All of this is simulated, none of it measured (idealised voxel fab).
The following process module bears the name voxel trench capacitor.
Cross-sectional view cut (width: 280 nm; square cell size: 5 nm).
Heads up, the way a cross-section reads in here is a grid of square cells, handed over as bands from the top down, with every band being one or more rows of cells.
Top, bottom (nm), then materials left to right with widths (nm); lone material tagged "all across" fills the whole band edge to edge; "empty" = empty space.
Height is counted from the level 0, under which the received wafer is composed throughout of one material. The lowest of the bands is not closed at the bottom but continues downward, in the notation "0..down".
Think of "30->40" as a width that walks from the first number to the second as you go down the band, top row to bottom row, taking equal-sized steps from row to row.
Step note "same as before" = no cross-section cell changed.
Entry "Closed void inventory". Content: empty spaces with no open connection to the top, size 8 cells or greater. Each: width x height at distance. Distance: from left edge. Unit: nm.
Past the settings on a step's line: simulator remark, on that step.
overlay nm, on a step with a mask: how far to the right of its planned place the mask lay; to the left if negative
-- The following list gives the planned process steps
1 RECEIVE,material Si
2 CONFORMAL_DEP,material SiN,thk nm 5
3 PATTERN,tone open,mask id TRENCH,material resist,width nm 25,pitch nm 55,thk nm 15,overlay nm 0
4 DIRECTIONAL_ETCH,etch materials SiN,depth nm 5
5 DIRECTIONAL_ETCH,etch materials Si,depth nm 25
6 STRIP,etch materials resist
7 CONFORMAL_DEP,material Al2O3,thk nm 5
8 FILL_DEP,material polySi,thk nm 5
9 CMP,height nm 5
-- Received-state cross-section, reflecting completion of step 1
  0..down  Si all across
  Closed void inventory: none
-- End-of-module XS, first of two wafers, run as planned
  5..0  100 nm SiN; 5 nm Al2O3; 15 nm polySi; 5 nm Al2O3; 30 nm SiN; 5 nm Al2O3; 15 nm polySi; 5 nm Al2O3; 100 nm SiN
  0..-20  100 nm Si; 5 nm Al2O3; 15 nm polySi; 5 nm Al2O3; 30 nm Si; 5 nm Al2O3; 15 nm polySi; 5 nm Al2O3; 100 nm Si
  -20..-25  100 nm Si; 25 nm Al2O3; 30 nm Si; 25 nm Al2O3; 100 nm Si
  -25..down  Si all across
  Closed void inventory: none
-- Cross-section, wafer two of two, end of module: same start and plan as wafer one, one error in execution
  5..0  100 nm SiN; 5 nm Al2O3; 15 nm polySi; 5 nm Al2O3; 30 nm SiN; 5 nm Al2O3; 15 nm polySi; 5 nm Al2O3; 100 nm SiN
  0..-45  100 nm Si; 5 nm Al2O3; 15 nm polySi; 5 nm Al2O3; 30 nm Si; 5 nm Al2O3; 15 nm polySi; 5 nm Al2O3; 100 nm Si
  -45..-50  100 nm Si; 25 nm Al2O3; 30 nm Si; 25 nm Al2O3; 100 nm Si
  -50..down  Si all across
  Closed void inventory: none
In executing the process, a mistake was made relative to the plan: twice over, step 5 of the plan was run
Cell-count delta at end, second wafer over first, by material: 20 more of Al2O3 | 50 fewer of Si | 30 more of polySi
